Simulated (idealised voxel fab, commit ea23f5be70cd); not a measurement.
This is a process module. Its name is voxel double patterning.
It is cross-section cut that appears here, measuring 175 nm in width, its square cells being 5 nm in size.
When this document writes out a cross-section, it uses a grid of square cells and lists it as bands, beginning at the top and moving down, with a band standing for one or more rows of cells.
Band: top and bottom heights (nm) first, top before bottom; then materials from left to right, widths in nm. "full width" marks a sole material filling the band edge to edge. "air" denotes empty space.
Where do heights start? At 0: under that level the wafer as delivered is made of one material only. And the lowest band has no floor; it just carries on downward, as in "top 0, no bottom".
A width such as "30 to 40" changes by the same amount from each row of cells to the next, from the band's top row to its bottom row.
Any step labelled "no alterations made" changed none of the cells in the cross-section.
In the "Closed void inventory" entry, you get each enclosed empty space of 8 cells or more, one with no open way to the top, written width x height at distance, distance from the left edge, in nm.
Whatever follows a step's settings on its line is a remark the simulator itself makes about that step.
overlay nm: on a step with a mask, how far right of its planned place the mask lay; negative means left.
Intended process steps
1. RECEIVE | material Si
2. CONFORMAL_DEP | material SiO2 | thk nm 10
3. DIRECTIONAL_DEP | material W | thk nm 10
4. DIRECTIONAL_DEP | material SiCN | thk nm 5
5. DIRECTIONAL_DEP | material aC | thk nm 10
6. PATTERN | tone open | mask id FIRST | material resist | width nm 15 | pitch nm 50 | thk nm 25 | overlay nm 0
7. DIRECTIONAL_ETCH | etch materials aC | depth nm 10
8. STRIP | etch materials resist
9. DIRECTIONAL_ETCH | etch materials SiCN | depth nm 5
10. STRIP | etch materials aC
11. PATTERN | tone open | mask id SECOND | material resist | width nm 15 | pitch nm 50 | thk nm 15 | overlay nm 0
12. DIRECTIONAL_ETCH | etch materials SiCN | depth nm 5
13. STRIP | etch materials resist
14. DIRECTIONAL_ETCH | etch materials W | depth nm 10
15. STRIP | etch materials SiCN
So this is the incoming wafer in cross-section - it's already been through step 1
> top 0, no bottom | Si full width
> Closed void inventory: none
Cross-section: first of two wafers, module finished, run according to plan
> top 20, bottom 10 | W: 30; air: 15; W: 10; air: 15; W: 10; air: 15; W: 10; air: 15; W: 10; air: 15; W: 30
> top 10, bottom 0 | SiO2 full width
> top 0, no bottom | Si full width
> Closed void inventory: none
Here is the second of the two wafers cut open at the end of the module - same start, same plan as the first one, but we made one mistake running it
> top 20, bottom 10 | SiO2 full width
> top 10, bottom 0 | W full width
> top 0, no bottom | Si full width
> Closed void inventory: none
Misprocessing identified: steps 2 and 3: order swapped relative to plan
Final cells, second wafer relative to first, materials higher or lower: +30 W
